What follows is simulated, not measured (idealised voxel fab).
Proc. module: voxel gate over fins
The figure presents cross-section cut, which has a width of 255 nm and is divided into square cells with an edge length of 5 nm.
The cross-sections in this document take the form of a grid made of square cells. They are written out as bands, in order from top to bottom. Each band consists of one or more rows of cells.
Basically the band line says how high the top is and how high the bottom is, in nm, and then what's in it from left to right, every material with its width in nm. Empty space shows up as "air", and if a single material carries "edge to edge" it runs the full band edge to edge.
Height datum 0, below which the as-received substrate wafer is one material. Lowest band open at the bottom, running downward: "0 and below".
Width "30->40": first value at the band's top row of cells, second value at its bottom row, equal change from row to row.
No cell of the cross-section changed in a step that is given as "no change occurred".
For the entry "Voids lacking openings", the listed items are empty spaces with no open way to the top whose size is 8 cells or more; each item follows the pattern width x height at distance, where distance is from the left edge and all three are in nm.
Where a step's line continues beyond its settings, the continuation is a remark by the simulator itself on that step.
You can add "overlay nm" to a step's line. For a step with a mask, it describes how far the mask lay to the right of its planned position, and a negative number describes a lay to the left.
Read the rest as pairs. Take the cross-section before one process step, then the cross-section after it, which shows only down to the lowest band that changed. Under the pair, find the step between them and its settings. Bear in mind that pairs may come from different runs of this module on the same starting wafer: link a pair to the pair above it only where its entry headed "Cross-section, before" says to.
-- Cross-section, before
	0 and below | Si edge to edge
	Voids lacking openings: none
-- Result of Step
	10 down to 0 | SiN edge to edge
	Unchanged below 0.
	Voids lacking openings: none
In between the before and after cross-sections above, the step is op CONFORMAL_DEP | material SiN | thk nm 10
Cross-section, before: = after-state of the pair above.
-- Result of Step
	25 down to 10 | air (65), resist (15), air (20), resist (15), air (20), resist (15), air (20), resist (15), air (70)
	Unchanged below 10.
	Voids lacking openings: none
In between the before and after cross-sections above, the step is op PATTERN | tone cover | mask id FINS | material resist | width nm 15 | pitch nm 35 | thk nm 15 | overlay nm 0
Cross-section, before: = after-state of the pair above.
-- Result of Step
	25 down to 10 | air (65), resist (15), air (20), resist (15), air (20), resist (15), air (20), resist (15), air (70)
	10 down to 0 | air (65), SiN (15), air (20), SiN (15), air (20), SiN (15), air (20), SiN (15), air (70)
	Unchanged below 0.
	Voids lacking openings: none
In between the before and after cross-sections above, the step is op DIRECTIONAL_ETCH | etch materials SiN | depth nm 10
Cross-section, before: = after-state of the pair above.
-- Result of Step
	25 down to 10 | air (65), resist (15), air (20), resist (15), air (20), resist (15), air (20), resist (15), air (70)
	10 down to 0 | air (65), SiN (15), air (20), SiN (15), air (20), SiN (15), air (20), SiN (15), air (70)
	0 down to -30 | air (65), Si (15), air (20), Si (15), air (20), Si (15), air (20), Si (15), air (70)
	Unchanged below -30.
	Voids lacking openings: none
In between the before and after cross-sections above, the step is op DIRECTIONAL_ETCH | etch materials Si | depth nm 30
Cross-section, before: = after-state of the pair above.
-- Result of Step
	10 down to 0 | air (65), SiN (15), air (20), SiN (15), air (20), SiN (15), air (20), SiN (15), air (70)
	Unchanged below 0.
	Voids lacking openings: none
In between the before and after cross-sections above, the step is op STRIP | etch materials resist
Cross-section, before: = after-state of the pair above.
-- Result of Step
	15 down to 10 | SiO2 edge to edge
	10 down to 0 | SiO2 (65), SiN (15), SiO2 (20), SiN (15), SiO2 (20), SiN (15), SiO2 (20), SiN (15), SiO2 (70)
	0 down to -30 | SiO2 (65), Si (15), SiO2 (20), Si (15), SiO2 (20), Si (15), SiO2 (20), Si (15), SiO2 (70)
	Unchanged below -30.
	Voids lacking openings: none
In between the before and after cross-sections above, the step is op FILL_DEP | material SiO2 | thk nm 5
Cross-section, before: = after-state of the pair above.
-- Result of Step
	10 down to 0 | SiO2 (65), SiN (15), SiO2 (20), SiN (15), SiO2 (20), SiN (15), SiO2 (20), SiN (15), SiO2 (70)
	Unchanged below 0.
	Voids lacking openings: none
In between the before and after cross-sections above, the step is op CMP | height nm 10
Cross-section, before: = after-state of the pair above.
-- Result of Step
	10 down to 0 | air (65), SiN (15), air (20), SiN (15), air (20), SiN (15), air (20), SiN (15), air (70)
	0 down to -15 | air (65), Si (15), air (20), Si (15), air (20), Si (15), air (20), Si (15), air (70)
	Unchanged below -15.
	Voids lacking openings: none
In between the before and after cross-sections above, the step is op SELECTIVE_ETCH | etch materials SiO2 | depth nm 25
Cross-section, before: = after-state of the pair above.
-- Result of Step
	0 down to -15 | air (65), Si (15), air (20), Si (15), air (20), Si (15), air (20), Si (15), air (70)
	Unchanged below -15.
	Voids lacking openings: none
In between the before and after cross-sections above, the step is op STRIP | etch materials SiN
Cross-section, before: = after-state of the pair above.
-- Result of Step
	5 down to 0 | air (60), HfO2 (25), air (10), HfO2 (25), air (10), HfO2 (25), air (10), HfO2 (25), air (65)
	0 down to -10 | air (60), HfO2 (5), Si (15), HfO2 (5), air (10), HfO2 (5), Si (15), HfO2 (5), air (10), HfO2 (5), Si (15), HfO2 (5), air (10), HfO2 (5), Si (15), HfO2 (5), air (65)
	-10 down to -15 | HfO2 (65), Si (15), HfO2 (20), Si (15), HfO2 (20), Si (15), HfO2 (20), Si (15), HfO2 (70)
	Unchanged below -15.
	Voids lacking openings: none
In between the before and after cross-sections above, the step is op CONFORMAL_DEP | material HfO2 | thk nm 5
Cross-section, before: = after-state of the pair above.
-- Result of Step
	10 down to 5 | air (55), TiN (140), air (60)
	5 down to 0 | air (55), TiN (5), HfO2 (25), TiN (10), HfO2 (25), TiN (10), HfO2 (25), TiN (10), HfO2 (25), TiN (5), air (60)
	0 down to -5 | air (55), TiN (5), HfO2 (5), Si (15), HfO2 (5), TiN (10), HfO2 (5), Si (15), HfO2 (5), TiN (10), HfO2 (5), Si (15), HfO2 (5), TiN (10), HfO2 (5), Si (15), HfO2 (5), TiN (5), air (60)
	-5 down to -10 | TiN (60), HfO2 (5), Si (15), HfO2 (5), TiN (10), HfO2 (5), Si (15), HfO2 (5), TiN (10), HfO2 (5), Si (15), HfO2 (5), TiN (10), HfO2 (5), Si (15), HfO2 (5), TiN (65)
	Unchanged below -10.
	Voids lacking openings: none
In between the before and after cross-sections above, the step is op CONFORMAL_DEP | material TiN | thk nm 5
Cross-section, before: = after-state of the pair above.
-- Result of Step
	15 down to 10 | air (50), TiAl (150), air (55)
	10 down to 5 | air (50), TiAl (5), TiN (140), TiAl (5), air (55)
	5 down to 0 | air (50), TiAl (5), TiN (5), HfO2 (25), TiN (10), HfO2 (25), TiN (10), HfO2 (25), TiN (10), HfO2 (25), TiN (5), TiAl (5), air (55)
	0 down to -5 | TiAl (55), TiN (5), HfO2 (5), Si (15), HfO2 (5), TiN (10), HfO2 (5), Si (15), HfO2 (5), TiN (10), HfO2 (5), Si (15), HfO2 (5), TiN (10), HfO2 (5), Si (15), HfO2 (5), TiN (5), TiAl (60)
	Unchanged below -5.
	Voids lacking openings: none
In between the before and after cross-sections above, the step is op CONFORMAL_DEP | material TiAl | thk nm 5
Cross-section, before: = after-state of the pair above.
-- Result of Step
	20 down to 15 | air (45), TiN (160), air (50)
	15 down to 10 | air (45), TiN (5), TiAl (150), TiN (5), air (50)
	10 down to 5 | air (45), TiN (5), TiAl (5), TiN (140), TiAl (5), TiN (5), air (50)
	5 down to 0 | TiN (50), TiAl (5), TiN (5), HfO2 (25), TiN (10), HfO2 (25), TiN (10), HfO2 (25), TiN (10), HfO2 (25), TiN (5), TiAl (5), TiN (55)
	Unchanged below 0.
	Voids lacking openings: none
In between the before and after cross-sections above, the step is op CONFORMAL_DEP | material TiN | thk nm 5
Cross-section, before: = after-state of the pair above.
-- Result of Step
	35 down to 20 | W edge to edge
	20 down to 15 | W (45), TiN (160), W (50)
	15 down to 10 | W (45), TiN (5), TiAl (150), TiN (5), W (50)
	10 down to 5 | W (45), TiN (5), TiAl (5), TiN (140), TiAl (5), TiN (5), W (50)
	Unchanged below 5.
	Voids lacking openings: none
In between the before and after cross-sections above, the step is op FILL_DEP | material W | thk nm 15
Cross-section, before: = after-state of the pair above.
-- Result of Step
	30 down to 20 | W edge to edge
	Unchanged below 20.
	Voids lacking openings: none
In between the before and after cross-sections above, the step is op CMP | height nm 30
Cross-section, before: = after-state of the pair above.
-- Result of Step
	40 down to 30 | SiN edge to edge
	Unchanged below 30.
	Voids lacking openings: none
In between the before and after cross-sections above, the step is op CONFORMAL_DEP | material SiN | thk nm 10
-- Cross-section, before
	10 down to 5 | air (55), TiN (140), air (60)
	5 down to 0 | air (55), TiN (5), HfO2 (25), TiN (10), HfO2 (25), TiN (10), HfO2 (25), TiN (10), HfO2 (25), TiN (5), air (60)
	0 down to -5 | air (55), TiN (5), HfO2 (5), Si (15), HfO2 (5), TiN (10), HfO2 (5), Si (15), HfO2 (5), TiN (10), HfO2 (5), Si (15), HfO2 (5), TiN (10), HfO2 (5), Si (15), HfO2 (5), TiN (5), air (60)
	-5 down to -10 | TiN (60), HfO2 (5), Si (15), HfO2 (5), TiN (10), HfO2 (5), Si (15), HfO2 (5), TiN (10), HfO2 (5), Si (15), HfO2 (5), TiN (10), HfO2 (5), Si (15), HfO2 (5), TiN (65)
	-10 down to -15 | HfO2 (65), Si (15), HfO2 (20), Si (15), HfO2 (20), Si (15), HfO2 (20), Si (15), HfO2 (70)
	-15 down to -30 | SiO2 (65), Si (15), SiO2 (20), Si (15), SiO2 (20), Si (15), SiO2 (20), Si (15), SiO2 (70)
	-30 and below | Si edge to edge
	Voids lacking openings: none
-- Result of Step
	15 down to 5 | air (50), TiN (150), air (55)
	5 down to 0 | air (50), TiN (10), HfO2 (25), TiN (10), HfO2 (25), TiN (10), HfO2 (25), TiN (10), HfO2 (25), TiN (10), air (55)
	0 down to -10 | TiN (60), HfO2 (5), Si (15), HfO2 (5), TiN (10), HfO2 (5), Si (15), HfO2 (5), TiN (10), HfO2 (5), Si (15), HfO2 (5), TiN (10), HfO2 (5), Si (15), HfO2 (5), TiN (65)
	Unchanged below -10.
	Voids lacking openings: none
In between the before and after cross-sections above, the step is op CONFORMAL_DEP | material TiN | thk nm 5
Cross-section, before: = after-state of the pair above.
-- Result of Step
	30 down to 15 | W edge to edge
	15 down to 5 | W (50), TiN (150), W (55)
	5 down to 0 | W (50), TiN (10), HfO2 (25), TiN (10), HfO2 (25), TiN (10), HfO2 (25), TiN (10), HfO2 (25), TiN (10), W (55)
	Unchanged below 0.
	Voids lacking openings: none
In between the before and after cross-sections above, the step is op FILL_DEP | material W | thk nm 15
Cross-section, before: = after-state of the pair above.
-- Result of Step
	40 down to 30 | SiN edge to edge
	Unchanged below 30.
	Voids lacking openings: none
In between the before and after cross-sections above, the step is op CONFORMAL_DEP | material SiN | thk nm 10
-- Cross-section, before
	25 down to 10 | air (65), resist (15), air (20), resist (15), air (20), resist (15), air (20), resist (15), air (70)
	10 down to 0 | air (65), SiN (15), air (20), SiN (15), air (20), SiN (15), air (20), SiN (15), air (70)
	0 down to -30 | air (65), Si (15), air (20), Si (15), air (20), Si (15), air (20), Si (15), air (70)
	-30 and below | Si edge to edge
	Voids lacking openings: none
-- Result of Step
	25 down to 10 | air (65), resist (15), air (20), resist (15), air (20), resist (15), air (20), resist (15), air (70)
	10 down to 0 | air (65), SiN (15), air (20), SiN (15), air (20), SiN (15), air (20), SiN (15), air (70)
	0 down to -60 | air (65), Si (15), air (20), Si (15), air (20), Si (15), air (20), Si (15), air (70)
	Unchanged below -60.
	Voids lacking openings: none
In between the before and after cross-sections above, the step is op DIRECTIONAL_ETCH | etch materials Si | depth nm 30
Cross-section, before: = after-state of the pair above.
-- Result of Step
	10 down to 0 | air (65), SiN (15), air (20), SiN (15), air (20), SiN (15), air (20), SiN (15), air (70)
	Unchanged below 0.
	Voids lacking openings: none
In between the before and after cross-sections above, the step is op STRIP | etch materials resist
Cross-section, before: = after-state of the pair above.
-- Result of Step
	15 down to 10 | SiO2 edge to edge
	10 down to 0 | SiO2 (65), SiN (15), SiO2 (20), SiN (15), SiO2 (20), SiN (15), SiO2 (20), SiN (15), SiO2 (70)
	0 down to -60 | SiO2 (65), Si (15), SiO2 (20), Si (15), SiO2 (20), Si (15), SiO2 (20), Si (15), SiO2 (70)
	Unchanged below -60.
	Voids lacking openings: none
In between the before and after cross-sections above, the step is op FILL_DEP | material SiO2 | thk nm 5
Cross-section, before: = after-state of the pair above.
-- Result of Step
	10 down to 0 | SiO2 (65), SiN (15), SiO2 (20), SiN (15), SiO2 (20), SiN (15), SiO2 (20), SiN (15), SiO2 (70)
	Unchanged below 0.
	Voids lacking openings: none
In between the before and after cross-sections above, the step is op CMP | height nm 10
Cross-section, before: = after-state of the pair above.
-- Result of Step
	10 down to 0 | air (65), SiN (15), air (20), SiN (15), air (20), SiN (15), air (20), SiN (15), air (70)
	0 down to -15 | air (65), Si (15), air (20), Si (15), air (20), Si (15), air (20), Si (15), air (70)
	Unchanged below -15.
	Voids lacking openings: none
In between the before and after cross-sections above, the step is op SELECTIVE_ETCH | etch materials SiO2 | depth nm 25
Cross-section, before: = after-state of the pair above.
-- Result of Step
	0 down to -15 | air (65), Si (15), air (20), Si (15), air (20), Si (15), air (20), Si (15), air (70)
	Unchanged below -15.
	Voids lacking openings: none
In between the before and after cross-sections above, the step is op STRIP | etch materials SiN
Cross-section, before: = after-state of the pair above.
-- Result of Step
	5 down to 0 | air (60), HfO2 (25), air (10), HfO2 (25), air (10), HfO2 (25), air (10), HfO2 (25), air (65)
	0 down to -10 | air (60), HfO2 (5), Si (15), HfO2 (5), air (10), HfO2 (5), Si (15), HfO2 (5), air (10), HfO2 (5), Si (15), HfO2 (5), air (10), HfO2 (5), Si (15), HfO2 (5), air (65)
	-10 down to -15 | HfO2 (65), Si (15), HfO2 (20), Si (15), HfO2 (20), Si (15), HfO2 (20), Si (15), HfO2 (70)
	Unchanged below -15.
	Voids lacking openings: none
In between the before and after cross-sections above, the step is op CONFORMAL_DEP | material HfO2 | thk nm 5
Cross-section, before: = after-state of the pair above.
-- Result of Step
	10 down to 5 | air (55), TiN (140), air (60)
	5 down to 0 | air (55), TiN (5), HfO2 (25), TiN (10), HfO2 (25), TiN (10), HfO2 (25), TiN (10), HfO2 (25), TiN (5), air (60)
	0 down to -5 | air (55), TiN (5), HfO2 (5), Si (15), HfO2 (5), TiN (10), HfO2 (5), Si (15), HfO2 (5), TiN (10), HfO2 (5), Si (15), HfO2 (5), TiN (10), HfO2 (5), Si (15), HfO2 (5), TiN (5), air (60)
	-5 down to -10 | TiN (60), HfO2 (5), Si (15), HfO2 (5), TiN (10), HfO2 (5), Si (15), HfO2 (5), TiN (10), HfO2 (5), Si (15), HfO2 (5), TiN (10), HfO2 (5), Si (15), HfO2 (5), TiN (65)
	Unchanged below -10.
	Voids lacking openings: none
In between the before and after cross-sections above, the step is op CONFORMAL_DEP | material TiN | thk nm 5
Cross-section, before: = after-state of the pair above.
-- Result of Step
	15 down to 10 | air (50), TiAl (150), air (55)
	10 down to 5 | air (50), TiAl (5), TiN (140), TiAl (5), air (55)
	5 down to 0 | air (50), TiAl (5), TiN (5), HfO2 (25), TiN (10), HfO2 (25), TiN (10), HfO2 (25), TiN (10), HfO2 (25), TiN (5), TiAl (5), air (55)
	0 down to -5 | TiAl (55), TiN (5), HfO2 (5), Si (15), HfO2 (5), TiN (10), HfO2 (5), Si (15), HfO2 (5), TiN (10), HfO2 (5), Si (15), HfO2 (5), TiN (10), HfO2 (5), Si (15), HfO2 (5), TiN (5), TiAl (60)
	Unchanged below -5.
	Voids lacking openings: none
In between the before and after cross-sections above, the step is op CONFORMAL_DEP | material TiAl | thk nm 5
Cross-section, before: = after-state of the pair above.
-- Result of Step
	20 down to 15 | air (45), TiN (160), air (50)
	15 down to 10 | air (45), TiN (5), TiAl (150), TiN (5), air (50)
	10 down to 5 | air (45), TiN (5), TiAl (5), TiN (140), TiAl (5), TiN (5), air (50)
	5 down to 0 | TiN (50), TiAl (5), TiN (5), HfO2 (25), TiN (10), HfO2 (25), TiN (10), HfO2 (25), TiN (10), HfO2 (25), TiN (5), TiAl (5), TiN (55)
	Unchanged below 0.
	Voids lacking openings: none
In between the before and after cross-sections above, the step is op CONFORMAL_DEP | material TiN | thk nm 5
Cross-section, before: = after-state of the pair above.
-- Result of Step
	35 down to 20 | W edge to edge
	20 down to 15 | W (45), TiN (160), W (50)
	15 down to 10 | W (45), TiN (5), TiAl (150), TiN (5), W (50)
	10 down to 5 | W (45), TiN (5), TiAl (5), TiN (140), TiAl (5), TiN (5), W (50)
	Unchanged below 5.
	Voids lacking openings: none
In between the before and after cross-sections above, the step is op FILL_DEP | material W | thk nm 15
Cross-section, before: = after-state of the pair above.
-- Result of Step
	30 down to 20 | W edge to edge
	Unchanged below 20.
	Voids lacking openings: none
In between the before and after cross-sections above, the step is op CMP | height nm 30
Cross-section, before: = after-state of the pair above.
-- Result of Step
	40 down to 30 | SiN edge to edge
	Unchanged below 30.
	Voids lacking openings: none
In between the before and after cross-sections above, the step is op CONFORMAL_DEP | material SiN | thk nm 10
-- Cross-section, before
	15 down to 5 | air (50), TiN (150), air (55)
	5 down to 0 | air (50), TiN (10), HfO2 (25), TiN (10), HfO2 (25), TiN (10), HfO2 (25), TiN (10), HfO2 (25), TiN (10), air (55)
	0 down to -10 | TiN (60), HfO2 (5), Si (15), HfO2 (5), TiN (10), HfO2 (5), Si (15), HfO2 (5), TiN (10), HfO2 (5), Si (15), HfO2 (5), TiN (10), HfO2 (5), Si (15), HfO2 (5), TiN (65)
	-10 down to -15 | HfO2 (65), Si (15), HfO2 (20), Si (15), HfO2 (20), Si (15), HfO2 (20), Si (15), HfO2 (70)
	-15 down to -30 | SiO2 (65), Si (15), SiO2 (20), Si (15), SiO2 (20), Si (15), SiO2 (20), Si (15), SiO2 (70)
	-30 and below | Si edge to edge
	Voids lacking openings: none
-- Result of Step
	20 down to 15 | air (45), TiAl (160), air (50)
	15 down to 5 | air (45), TiAl (5), TiN (150), TiAl (5), air (50)
	5 down to 0 | TiAl (50), TiN (10), HfO2 (25), TiN (10), HfO2 (25), TiN (10), HfO2 (25), TiN (10), HfO2 (25), TiN (10), TiAl (55)
	Unchanged below 0.
	Voids lacking openings: none
In between the before and after cross-sections above, the step is op CONFORMAL_DEP | material TiAl | thk nm 5
Cross-section, before: = after-state of the pair above.
-- Result of Step
	35 down to 20 | W edge to edge
	20 down to 15 | W (45), TiAl (160), W (50)
	15 down to 5 | W (45), TiAl (5), TiN (150), TiAl (5), W (50)
	Unchanged below 5.
	Voids lacking openings: none
In between the before and after cross-sections above, the step is op FILL_DEP | material W | thk nm 15
Cross-section, before: = after-state of the pair above.
-- Result of Step
	30 down to 20 | W edge to edge
	Unchanged below 20.
	Voids lacking openings: none
In between the before and after cross-sections above, the step is op CMP | height nm 30
Cross-section, before: = after-state of the pair above.
-- Result of Step
	40 down to 30 | SiN edge to edge
	Unchanged below 30.
	Voids lacking openings: none
In between the before and after cross-sections above, the step is op CONFORMAL_DEP | material SiN | thk nm 10
-- Cross-section, before
	25 down to 10 | air (65), resist (15), air (20), resist (15), air (20), resist (15), air (20), resist (15), air (70)
	10 down to 0 | air (65), SiN (15), air (20), SiN (15), air (20), SiN (15), air (20), SiN (15), air (70)
	0 and below | Si edge to edge
	Voids lacking openings: none
-- Result of Step
	25 down to 10 | air (65), resist (15), air (20), resist (15), air (20), resist (15), air (20), resist (15), air (70)
	10 down to 0 | air (65), SiN (15), air (20), SiN (15), air (20), SiN (15), air (20), SiN (15), air (70)
	0 down to -20 | air (65), Si (15), air (20), Si (15), air (20), Si (15), air (20), Si (15), air (70)
	Unchanged below -20.
	Voids lacking openings: none
In between the before and after cross-sections above, the step is op DIRECTIONAL_ETCH | etch materials Si | depth nm 20
Cross-section, before: = after-state of the pair above.
-- Result of Step
	10 down to 0 | air (65), SiN (15), air (20), SiN (15), air (20), SiN (15), air (20), SiN (15), air (70)
	Unchanged below 0.
	Voids lacking openings: none
In between the before and after cross-sections above, the step is op STRIP | etch materials resist
Cross-section, before: = after-state of the pair above.
-- Result of Step
	15 down to 10 | SiO2 edge to edge
	10 down to 0 | SiO2 (65), SiN (15), SiO2 (20), SiN (15), SiO2 (20), SiN (15), SiO2 (20), SiN (15), SiO2 (70)
	0 down to -20 | SiO2 (65), Si (15), SiO2 (20), Si (15), SiO2 (20), Si (15), SiO2 (20), Si (15), SiO2 (70)
	Unchanged below -20.
	Voids lacking openings: none
In between the before and after cross-sections above, the step is op FILL_DEP | material SiO2 | thk nm 5
Cross-section, before: = after-state of the pair above.
-- Result of Step
	10 down to 0 | SiO2 (65), SiN (15), SiO2 (20), SiN (15), SiO2 (20), SiN (15), SiO2 (20), SiN (15), SiO2 (70)
	Unchanged below 0.
	Voids lacking openings: none
In between the before and after cross-sections above, the step is op CMP | height nm 10
Cross-section, before: = after-state of the pair above.
-- Result of Step
	10 down to 0 | air (65), SiN (15), air (20), SiN (15), air (20), SiN (15), air (20), SiN (15), air (70)
	0 down to -15 | air (65), Si (15), air (20), Si (15), air (20), Si (15), air (20), Si (15), air (70)
	Unchanged below -15.
	Voids lacking openings: none
In between the before and after cross-sections above, the step is op SELECTIVE_ETCH | etch materials SiO2 | depth nm 25
Cross-section, before: = after-state of the pair above.
-- Result of Step
	0 down to -15 | air (65), Si (15), air (20), Si (15), air (20), Si (15), air (20), Si (15), air (70)
	Unchanged below -15.
	Voids lacking openings: none
In between the before and after cross-sections above, the step is op STRIP | etch materials SiN
Cross-section, before: = after-state of the pair above.
-- Result of Step
	5 down to 0 | air (60), HfO2 (25), air (10), HfO2 (25), air (10), HfO2 (25), air (10), HfO2 (25), air (65)
	0 down to -10 | air (60), HfO2 (5), Si (15), HfO2 (5), air (10), HfO2 (5), Si (15), HfO2 (5), air (10), HfO2 (5), Si (15), HfO2 (5), air (10), HfO2 (5), Si (15), HfO2 (5), air (65)
	-10 down to -15 | HfO2 (65), Si (15), HfO2 (20), Si (15), HfO2 (20), Si (15), HfO2 (20), Si (15), HfO2 (70)
	Unchanged below -15.
	Voids lacking openings: none
In between the before and after cross-sections above, the step is op CONFORMAL_DEP | material HfO2 | thk nm 5
Cross-section, before: = after-state of the pair above.
-- Result of Step
	10 down to 5 | air (55), TiN (140), air (60)
	5 down to 0 | air (55), TiN (5), HfO2 (25), TiN (10), HfO2 (25), TiN (10), HfO2 (25), TiN (10), HfO2 (25), TiN (5), air (60)
	0 down to -5 | air (55), TiN (5), HfO2 (5), Si (15), HfO2 (5), TiN (10), HfO2 (5), Si (15), HfO2 (5), TiN (10), HfO2 (5), Si (15), HfO2 (5), TiN (10), HfO2 (5), Si (15), HfO2 (5), TiN (5), air (60)
	-5 down to -10 | TiN (60), HfO2 (5), Si (15), HfO2 (5), TiN (10), HfO2 (5), Si (15), HfO2 (5), TiN (10), HfO2 (5), Si (15), HfO2 (5), TiN (10), HfO2 (5), Si (15), HfO2 (5), TiN (65)
	Unchanged below -10.
	Voids lacking openings: none
In between the before and after cross-sections above, the step is op CONFORMAL_DEP | material TiN | thk nm 5
Cross-section, before: = after-state of the pair above.
-- Result of Step
	15 down to 10 | air (50), TiAl (150), air (55)
	10 down to 5 | air (50), TiAl (5), TiN (140), TiAl (5), air (55)
	5 down to 0 | air (50), TiAl (5), TiN (5), HfO2 (25), TiN (10), HfO2 (25), TiN (10), HfO2 (25), TiN (10), HfO2 (25), TiN (5), TiAl (5), air (55)
	0 down to -5 | TiAl (55), TiN (5), HfO2 (5), Si (15), HfO2 (5), TiN (10), HfO2 (5), Si (15), HfO2 (5), TiN (10), HfO2 (5), Si (15), HfO2 (5), TiN (10), HfO2 (5), Si (15), HfO2 (5), TiN (5), TiAl (60)
	Unchanged below -5.
	Voids lacking openings: none
In between the before and after cross-sections above, the step is op CONFORMAL_DEP | material TiAl | thk nm 5
Cross-section, before: = after-state of the pair above.
-- Result of Step
	20 down to 15 | air (45), TiN (160), air (50)
	15 down to 10 | air (45), TiN (5), TiAl (150), TiN (5), air (50)
	10 down to 5 | air (45), TiN (5), TiAl (5), TiN (140), TiAl (5), TiN (5), air (50)
	5 down to 0 | TiN (50), TiAl (5), TiN (5), HfO2 (25), TiN (10), HfO2 (25), TiN (10), HfO2 (25), TiN (10), HfO2 (25), TiN (5), TiAl (5), TiN (55)
	Unchanged below 0.
	Voids lacking openings: none
In between the before and after cross-sections above, the step is op CONFORMAL_DEP | material TiN | thk nm 5
Cross-section, before: = after-state of the pair above.
-- Result of Step
	35 down to 20 | W edge to edge
	20 down to 15 | W (45), TiN (160), W (50)
	15 down to 10 | W (45), TiN (5), TiAl (150), TiN (5), W (50)
	10 down to 5 | W (45), TiN (5), TiAl (5), TiN (140), TiAl (5), TiN (5), W (50)
	Unchanged below 5.
	Voids lacking openings: none
In between the before and after cross-sections above, the step is op FILL_DEP | material W | thk nm 15
Cross-section, before: = after-state of the pair above.
-- Result of Step
	30 down to 20 | W edge to edge
	Unchanged below 20.
	Voids lacking openings: none
In between the before and after cross-sections above, the step is op CMP | height nm 30
Cross-section, before: = after-state of the pair above.
-- Result of Step
	40 down to 30 | SiN edge to edge
	Unchanged below 30.
	Voids lacking openings: none
In between the before and after cross-sections above, the step is op CONFORMAL_DEP | material SiN | thk nm 10
-- Cross-section, before
	10 down to 0 | SiN edge to edge
	0 and below | Si edge to edge
	Voids lacking openings: none
-- Result of Step
	25 down to 10 | air (65), resist (20), air (15), resist (20), air (15), resist (20), air (15), resist (20), air (65)
	Unchanged below 10.
	Voids lacking openings: none
In between the before and after cross-sections above, the step is op PATTERN | tone cover | mask id FINS | material resist | width nm 20 | pitch nm 35 | thk nm 15 | overlay nm 0
Cross-section, before: = after-state of the pair above.
-- Result of Step
	25 down to 10 | air (65), resist (20), air (15), resist (20), air (15), resist (20), air (15), resist (20), air (65)
	10 down to 0 | air (65), SiN (20), air (15), SiN (20), air (15), SiN (20), air (15), SiN (20), air (65)
	Unchanged below 0.
	Voids lacking openings: none
In between the before and after cross-sections above, the step is op DIRECTIONAL_ETCH | etch materials SiN | depth nm 10
Cross-section, before: = after-state of the pair above.
-- Result of Step
	25 down to 10 | air (65), resist (20), air (15), resist (20), air (15), resist (20), air (15), resist (20), air (65)
	10 down to 0 | air (65), SiN (20), air (15), SiN (20), air (15), SiN (20), air (15), SiN (20), air (65)
	0 down to -30 | air (65), Si (20), air (15), Si (20), air (15), Si (20), air (15), Si (20), air (65)
	Unchanged below -30.
	Voids lacking openings: none
In between the before and after cross-sections above, the step is op DIRECTIONAL_ETCH | etch materials Si | depth nm 30
Cross-section, before: = after-state of the pair above.
-- Result of Step
	10 down to 0 | air (65), SiN (20), air (15), SiN (20), air (15), SiN (20), air (15), SiN (20), air (65)
	Unchanged below 0.
	Voids lacking openings: none
In between the before and after cross-sections above, the step is op STRIP | etch materials resist
Cross-section, before: = after-state of the pair above.
-- Result of Step
	15 down to 10 | SiO2 edge to edge
	10 down to 0 | SiO2 (65), SiN (20), SiO2 (15), SiN (20), SiO2 (15), SiN (20), SiO2 (15), SiN (20), SiO2 (65)
	0 down to -30 | SiO2 (65), Si (20), SiO2 (15), Si (20), SiO2 (15), Si (20), SiO2 (15), Si (20), SiO2 (65)
	Unchanged below -30.
	Voids lacking openings: none
In between the before and after cross-sections above, the step is op FILL_DEP | material SiO2 | thk nm 5
Cross-section, before: = after-state of the pair above.
-- Result of Step
	10 down to 0 | SiO2 (65), SiN (20), SiO2 (15), SiN (20), SiO2 (15), SiN (20), SiO2 (15), SiN (20), SiO2 (65)
	Unchanged below 0.
	Voids lacking openings: none
In between the before and after cross-sections above, the step is op CMP | height nm 10
Cross-section, before: = after-state of the pair above.
-- Result of Step
	10 down to 0 | air (65), SiN (20), air (15), SiN (20), air (15), SiN (20), air (15), SiN (20), air (65)
	0 down to -15 | air (65), Si (20), air (15), Si (20), air (15), Si (20), air (15), Si (20), air (65)
	Unchanged below -15.
	Voids lacking openings: none
In between the before and after cross-sections above, the step is op SELECTIVE_ETCH | etch materials SiO2 | depth nm 25
Cross-section, before: = after-state of the pair above.
-- Result of Step
	0 down to -15 | air (65), Si (20), air (15), Si (20), air (15), Si (20), air (15), Si (20), air (65)
	Unchanged below -15.
	Voids lacking openings: none
In between the before and after cross-sections above, the step is op STRIP | etch materials SiN
Cross-section, before: = after-state of the pair above.
-- Result of Step
	5 down to 0 | air (60), HfO2 (30), air (5), HfO2 (30), air (5), HfO2 (30), air (5), HfO2 (30), air (60)
	0 down to -10 | air (60), HfO2 (5), Si (20), HfO2 (5), air (5), HfO2 (5), Si (20), HfO2 (5), air (5), HfO2 (5), Si (20), HfO2 (5), air (5), HfO2 (5), Si (20), HfO2 (5), air (60)
	-10 down to -15 | HfO2 (65), Si (20), HfO2 (15), Si (20), HfO2 (15), Si (20), HfO2 (15), Si (20), HfO2 (65)
	Unchanged below -15.
	Voids lacking openings: none
In between the before and after cross-sections above, the step is op CONFORMAL_DEP | material HfO2 | thk nm 5
Cross-section, before: = after-state of the pair above.
-- Result of Step
	10 down to 5 | air (55), TiN (145), air (55)
	5 down to 0 | air (55), TiN (5), HfO2 (30), TiN (5), HfO2 (30), TiN (5), HfO2 (30), TiN (5), HfO2 (30), TiN (5), air (55)
	0 down to -5 | air (55), TiN (5), HfO2 (5), Si (20), HfO2 (5), TiN (5), HfO2 (5), Si (20), HfO2 (5), TiN (5), HfO2 (5), Si (20), HfO2 (5), TiN (5), HfO2 (5), Si (20), HfO2 (5), TiN (5), air (55)
	-5 down to -10 | TiN (60), HfO2 (5), Si (20), HfO2 (5), TiN (5), HfO2 (5), Si (20), HfO2 (5), TiN (5), HfO2 (5), Si (20), HfO2 (5), TiN (5), HfO2 (5), Si (20), HfO2 (5), TiN (60)
	Unchanged below -10.
	Voids lacking openings: none
In between the before and after cross-sections above, the step is op CONFORMAL_DEP | material TiN | thk nm 5
Cross-section, before: = after-state of the pair above.
-- Result of Step
	15 down to 10 | air (50), TiAl (155), air (50)
	10 down to 5 | air (50), TiAl (5), TiN (145), TiAl (5), air (50)
	5 down to 0 | air (50), TiAl (5), TiN (5), HfO2 (30), TiN (5), HfO2 (30), TiN (5), HfO2 (30), TiN (5), HfO2 (30), TiN (5), TiAl (5), air (50)
	0 down to -5 | TiAl (55), TiN (5), HfO2 (5), Si (20), HfO2 (5), TiN (5), HfO2 (5), Si (20), HfO2 (5), TiN (5), HfO2 (5), Si (20), HfO2 (5), TiN (5), HfO2 (5), Si (20), HfO2 (5), TiN (5), TiAl (55)
	Unchanged below -5.
	Voids lacking openings: none
In between the before and after cross-sections above, the step is op CONFORMAL_DEP | material TiAl | thk nm 5
